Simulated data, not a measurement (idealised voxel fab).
You're looking at the process module voxel released beams.
FYI the section here is cut, 195 nm wide, cells are 5 nm squares.
Notation: cross-section as square-cell grid; stated in bands, top first, going down; one or more cell rows per band. Band: top and bottom heights (nm) first, top before bottom; then materials from left to right, widths in nm. "all across" marks a sole material filling the band edge to edge. "air" denotes empty space. Heights from 0 (as-received wafer is one material below). Bottom band endless downward, as "0 and below". A width such as "30->40" changes by the same amount from each row of cells to the next, from the band's top row to its bottom row. Take "changes: none" at face value: in the step it is given for, the cross-section changed in none of its cells. Closed empty spaces (no open way to the top) of 8 cells or more are what "Trapped cavities" lists, each as width x height at distance from the left edge, nm for all three. Post-settings text on a step line: simulator's own remark regarding the step. What "overlay nm" on a step's line means: if the step has a mask, that mask lay this far to the right of its planned place, or, when the value is negative, to the left.

LIST OF PLANNED PROCESS STEPS
1) RECEIVE | material Si
2) CONFORMAL_DEP | material SiN | thk nm 5
3) DIRECTIONAL_DEP | material SiO2 | thk nm 10
4) MASKED_ETCH | tone open | mask id ANCHOR | width nm 45 | etch materials SiO2 | depth nm 10 | overlay nm 0
5) CONFORMAL_DEP | material TiN | thk nm 15
6) DIRECTIONAL_DEP | material aC | thk nm 10
7) PATTERN | tone cover | mask id BEAM | material resist | width nm 120 | thk nm 30 | overlay nm 0
8) DIRECTIONAL_ETCH | etch materials aC | depth nm 10
9) STRIP | etch materials resist
10) DIRECTIONAL_ETCH | etch materials TiN | depth nm 15
11) STRIP | etch materials aC
12) STRIP | etch materials SiO2

STEP 1 COMPLETE: CROSS-SECTION OF THE WAFER AS RECEIVED
  0 and below = Si all across
  Trapped cavities: none

CROSS-SECTIONAL IMAGE OF THE FIRST OF TWO WAFERS AT THE END OF THE MODULE, THE RUN HAVING PROCEEDED AS PLANNED
  30 down to 20 = air (35); TiN (20); air (15); TiN (85); air (40)
  20 down to 15 = air (35); TiN (120); air (40)
  15 down to 5 = air (40); TiN (45); air (110)
  5 down to 0 = SiN all across
  0 and below = Si all across
  Trapped cavities: none

PRESENTED HERE IS A CROSS-SECTION OF THE SECOND OF THE TWO WAFERS AS IT STOOD AT THE END OF THE MODULE. IT WAS STARTED IN THE SAME MANNER AND ASSIGNED THE SAME PLAN AS THE FIRST WAFER; HOWEVER, ONE MISTAKE WAS MADE IN ITS EXECUTION
  30 down to 20 = air (40); TiN (15); air (15); TiN (90); air (35)
  20 down to 15 = air (40); TiN (120); air (35)
  15 down to 5 = air (40); TiN (45); air (110)
  5 down to 0 = SiN all across
  0 and below = Si all across
  Trapped cavities: none
Error vs. plan: off-plan run, step 7, actual operation and settings PATTERN | tone cover | mask id BEAM | material resist | width nm 120 | thk nm 30 | overlay nm 5
So at the finish, the second wafer's got exactly as many cells of each material as the first, just not in the same spots.
